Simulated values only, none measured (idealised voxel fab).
The following is a process module called voxel trench capacitor.
Shown is cross-section cut, with a width of 200 nm and square cells of size 5 nm.
How to read a cross-section here: the picture is a grid of square cells, written as bands going from the top down, and any band can span one or more rows of cells. Quick guide to a band line: top height, bottom height (nm) up front; then every material left to right with its width in nm. Only one material and it's marked "throughout"? Then it fills the band edge to edge. And "empty" just means empty space. Height datum 0, below which the as-received substrate wafer is one material. Lowest band open at the bottom, running downward: "z 0 and below". Width: "30->40" (first number = top row, second number = bottom row, same change from row to row of cells). "all unchanged" for a step: no cell of the cross-section changed in that step. Reported under the label "Voids, fully enclosed" are the empty spaces having no open way to the top and comprising 8 cells or more; the notation for each is width x height at distance, in which the distance is measured from the left edge and all three values are in nm. Where a step's line continues beyond its settings, the continuation is a remark by the simulator itself on that step. The optional step-line setting "overlay nm" applies to steps with a mask and quantifies how far to the right of its planned location the mask lay, a negative value indicating leftward placement.
# Process steps - plan
- 1: RECEIVE | material Si
- 2: CONFORMAL_DEP | material SiN | thk nm 5
- 3: MASKED_ETCH | tone open | mask id TRENCH | width nm 15 | pitch nm 45 | etch materials SiN | depth nm 5 | overlay nm 0
- 4: MASKED_ETCH | tone open | mask id TRENCH | width nm 15 | pitch nm 45 | etch materials Si | depth nm 40 | overlay nm 0
- 5: CONFORMAL_DEP | material SiO2 | thk nm 5
- 6: FILL_DEP | material polySi | thk nm 5
- 7: CMP | height nm 5
# Concerning the first of two wafers, which was run in accordance with the plan
# As received (post step 1): cross-section
- z 0 and below | Si throughout
- Voids, fully enclosed: none
# State of the wafer after step 2, shown in cross-section
- z 5 to 0 | SiN throughout
- Rest of section, below 0: as before.
# State of the wafer after step 3, shown in cross-section
- z 5 to 0 | SiN (45), empty (15), SiN (30), empty (15), SiN (30), empty (15), SiN (50)
- Rest of section, below 0: as before.
# State of the wafer after step 4, shown in cross-section
- z 5 to 0 | SiN (45), empty (15), SiN (30), empty (15), SiN (30), empty (15), SiN (50)
- z 0 to -40 | Si (45), empty (15), Si (30), empty (15), Si (30), empty (15), Si (50)
- Rest of section, below -40: as before.
# State of the wafer after step 5, shown in cross-section
- z 10 to 5 | SiO2 (50), empty (5), SiO2 (40), empty (5), SiO2 (40), empty (5), SiO2 (55)
- z 5 to 0 | SiN (45), SiO2 (5), empty (5), SiO2 (5), SiN (30), SiO2 (5), empty (5), SiO2 (5), SiN (30), SiO2 (5), empty (5), SiO2 (5), SiN (50)
- z 0 to -35 | Si (45), SiO2 (5), empty (5), SiO2 (5), Si (30), SiO2 (5), empty (5), SiO2 (5), Si (30), SiO2 (5), empty (5), SiO2 (5), Si (50)
- z -35 to -40 | Si (45), SiO2 (15), Si (30), SiO2 (15), Si (30), SiO2 (15), Si (50)
- Rest of section, below -40: as before.
# State of the wafer after step 6, shown in cross-section
- z 15 to 10 | polySi throughout
- z 10 to 5 | SiO2 (50), polySi (5), SiO2 (40), polySi (5), SiO2 (40), polySi (5), SiO2 (55)
- z 5 to 0 | SiN (45), SiO2 (5), polySi (5), SiO2 (5), SiN (30), SiO2 (5), polySi (5), SiO2 (5), SiN (30), SiO2 (5), polySi (5), SiO2 (5), SiN (50)
- z 0 to -35 | Si (45), SiO2 (5), polySi (5), SiO2 (5), Si (30), SiO2 (5), polySi (5), SiO2 (5), Si (30), SiO2 (5), polySi (5), SiO2 (5), Si (50)
- Rest of section, below -35: as before.
# State of the wafer after step 7, shown in cross-section
- z 5 to 0 | SiN (45), SiO2 (5), polySi (5), SiO2 (5), SiN (30), SiO2 (5), polySi (5), SiO2 (5), SiN (30), SiO2 (5), polySi (5), SiO2 (5), SiN (50)
- Rest of section, below 0: as before.
# Here the second wafer is described. Its start and its plan were those of the first wafer. Its run contained one mistake. Up to and including step 1, it did exactly what the first wafer did
Cross-section of the second wafer when, according to plan, step 2 should have finished: all unchanged
Cross-section of the second wafer when, according to plan, step 3 should have finished: all unchanged
# Cross-section of the second wafer when, according to plan, step 4 should have finished
- z 0 to -40 | Si (45), empty (15), Si (30), empty (15), Si (30), empty (15), Si (50)
- Rest of section, below -40: as before.
# Cross-section of the second wafer when, according to plan, step 5 should have finished
- z 5 to 0 | SiO2 (50), empty (5), SiO2 (40), empty (5), SiO2 (40), empty (5), SiO2 (55)
- z 0 to -35 | Si (45), SiO2 (5), empty (5), SiO2 (5), Si (30), SiO2 (5), empty (5), SiO2 (5), Si (30), SiO2 (5), empty (5), SiO2 (5), Si (50)
- z -35 to -40 | Si (45), SiO2 (15), Si (30), SiO2 (15), Si (30), SiO2 (15), Si (50)
- Rest of section, below -40: as before.
# Cross-section of the second wafer when, according to plan, step 6 should have finished
- z 10 to 5 | polySi throughout
- z 5 to 0 | SiO2 (50), polySi (5), SiO2 (40), polySi (5), SiO2 (40), polySi (5), SiO2 (55)
- z 0 to -35 | Si (45), SiO2 (5), polySi (5), SiO2 (5), Si (30), SiO2 (5), polySi (5), SiO2 (5), Si (30), SiO2 (5), polySi (5), SiO2 (5), Si (50)
- Rest of section, below -35: as before.
# Cross-section of the second wafer when, according to plan, step 7 should have finished
- z 5 to 0 | SiO2 (50), polySi (5), SiO2 (40), polySi (5), SiO2 (40), polySi (5), SiO2 (55)
- Rest of section, below 0: as before.
Plan not followed: step 2 of the plan got skipped, so it never ran
Once processing is complete, comparing cell counts shows that the second wafer has more or fewer of certain materials than the first: SiN: 31 fewer | SiO2: 31 more
